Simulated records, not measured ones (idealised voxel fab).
process module | voxel wiring stack
cross-section cut | 160 nm wide | cells 5 nm
A cross-section is a grid of square cells, given in bands from the top down. A band is one or more rows of cells.
Each band's line starts with the height of the band's top and of its bottom, in nm. Then come its materials from left to right, each with its width in nm. One material with "throughout" fills the band from edge to edge. "air" is empty space.
Height 0 is the level under which the wafer as received is all one material. The lowest band goes on downwards, as in "0 down".
A width such as "30 to 40" changes by the same amount from each row of cells to the next, from the band's top row to its bottom row.
"no change" after a step means that no cell of the cross-section changed.
closed voids: empty space of 8 cells or more with no open way to the top, each as width x height at its distance from the left edge, in nm
after a step's settings: what the simulator itself notes on the step
overlay nm, on a step with a mask: how far to the right of its planned place the mask lay; to the left if negative
plan
1 op RECEIVE | material Si
2 op CONFORMAL_DEP | material SiO2 | thk nm 10
3 op DIRECTIONAL_DEP | material TiN | thk nm 5
4 op DIRECTIONAL_DEP | material W | thk nm 15
5 op PATTERN | tone cover | mask id METAL_1 | material resist | width nm 20 | pitch nm 35 | thk nm 15 | overlay nm 0
6 op DIRECTIONAL_ETCH | etch materials W | depth nm 15
7 op DIRECTIONAL_ETCH | etch materials TiN | depth nm 5
8 op STRIP | etch materials resist
9 op CONFORMAL_DEP | material SiCN | thk nm 5
10 op FILL_DEP | material lowk | thk nm 5
11 op CMP | height nm 30
12 op CONFORMAL_DEP | material SiCN | thk nm 5
13 op DIRECTIONAL_DEP | material lowk | thk nm 35
14 op DIRECTIONAL_DEP | material aC | thk nm 10
15 op PATTERN | tone open | mask id METAL_2 | material resist | width nm 20 | pitch nm 35 | thk nm 30 | overlay nm 0
16 op DIRECTIONAL_ETCH | etch materials aC | depth nm 10
17 op STRIP | etch materials resist
18 op DIRECTIONAL_ETCH | etch materials lowk | depth nm 20
19 op STRIP | etch materials aC
20 op DIRECTIONAL_DEP | material aC | thk nm 10
21 op PATTERN | tone open | mask id METAL_2_HOLES | material resist | width nm 15 | thk nm 30 | overlay nm 0
22 op DIRECTIONAL_ETCH | etch materials aC | depth nm 10
23 op STRIP | etch materials resist
24 op DIRECTIONAL_ETCH | etch materials lowk | depth nm 15
25 op DIRECTIONAL_ETCH | etch materials SiCN | depth nm 5
26 op STRIP | etch materials aC
27 op CONFORMAL_DEP | material TiN | thk nm 5
28 op FILL_DEP | material Cu | thk nm 10
29 op CMP | height nm 70
30 op CONFORMAL_DEP | material SiCN | thk nm 5
31 op DIRECTIONAL_DEP | material SiO2 | thk nm 25
32 op DIRECTIONAL_DEP | material aC | thk nm 10
33 op PATTERN | tone open | mask id METAL_3_HOLES | material resist | width nm 15 | pitch nm 35 | thk nm 30 | overlay nm 0
34 op DIRECTIONAL_ETCH | etch materials aC | depth nm 10
35 op STRIP | etch materials resist
36 op DIRECTIONAL_ETCH | etch materials SiO2 | depth nm 25
37 op STRIP | etch materials aC
38 op PATTERN | tone open | mask id METAL_3 | material resist | width nm 20 | pitch nm 35 | thk nm 15 | overlay nm 0
39 op DIRECTIONAL_ETCH | etch materials SiO2 | depth nm 15
40 op DIRECTIONAL_ETCH | etch materials SiCN | depth nm 5
41 op STRIP | etch materials resist
42 op CONFORMAL_DEP | material TiN | thk nm 5
43 op FILL_DEP | material Ru | thk nm 5
44 op CMP | height nm 100
45 op CONFORMAL_DEP | material SiCN | thk nm 5
as received, after step 1
  0 down: Si throughout
  closed voids: none
first wafer at the end, as planned
  105 to 100: SiCN throughout
  100 to 90: SiO2 50 | TiN 5 | Ru 10 | TiN 5 | SiO2 15 | TiN 5 | Ru 10 | TiN 5 | SiO2 55
  90 to 85: SiO2 50 | TiN 5 | Ru 5 | TiN 10 | SiO2 15 | TiN 5 | Ru 5 | TiN 10 | SiO2 55
  85 to 75: SiO2 50 | TiN 5 | Ru 5 | TiN 5 | SiO2 20 | TiN 5 | Ru 5 | TiN 5 | SiO2 60
  75 to 70: SiCN 50 | TiN 15 | SiCN 20 | TiN 15 | SiCN 60
  70 to 55: lowk 50 | TiN 5 | Cu 10 | TiN 5 | lowk 15 | TiN 5 | Cu 10 | TiN 5 | lowk 55
  55 to 50: lowk 50 | TiN 5 | Cu 5 | TiN 10 | lowk 15 | TiN 20 | lowk 55
  50 to 35: lowk 50 | TiN 5 | Cu 5 | TiN 5 | lowk 95
  35 to 30: SiCN 50 | TiN 15 | SiCN 95
  30 to 15: lowk 45 | SiCN 5 | W 20 | SiCN 5 | lowk 5 | SiCN 5 | W 20 | SiCN 5 | lowk 50
  15 to 10: SiCN 50 | TiN 20 | SiCN 15 | TiN 20 | SiCN 55
  10 to 0: SiO2 throughout
  0 down: Si throughout
  closed voids: none
second wafer at the end: like start, like plan, one mistake
  105 to 100: SiCN throughout
  100 to 90: SiO2 50 | TiN 5 | Ru 10 | TiN 5 | SiO2 15 | TiN 5 | Ru 10 | TiN 5 | SiO2 55
  90 to 85: SiO2 50 | TiN 5 | Ru 5 | TiN 10 | SiO2 15 | TiN 5 | Ru 5 | TiN 10 | SiO2 55
  85 to 75: SiO2 50 | TiN 5 | Ru 5 | TiN 5 | SiO2 20 | TiN 5 | Ru 5 | TiN 5 | SiO2 60
  75 to 70: SiCN 50 | TiN 15 | SiCN 20 | TiN 15 | SiCN 60
  70 to 55: lowk 50 | TiN 5 | Cu 10 | TiN 5 | lowk 15 | TiN 5 | Cu 10 | TiN 5 | lowk 55
  55 to 50: lowk 50 | TiN 5 | Cu 5 | TiN 10 | lowk 15 | TiN 20 | lowk 55
  50 to 35: lowk 50 | TiN 5 | Cu 5 | TiN 5 | lowk 95
  35 to 30: SiCN 50 | TiN 15 | SiCN 95
  30 to 25: SiCN 50 | TiN 20 | SiCN 15 | TiN 20 | SiCN 55
  25 to 10: W throughout
  10 to 0: SiO2 throughout
  0 down: Si throughout
  closed voids: none
what went wrong: steps 3 and 4 were swapped
at the end the second wafer has, in cells: 12 fewer of SiCN | 72 more of W | 60 fewer of lowk
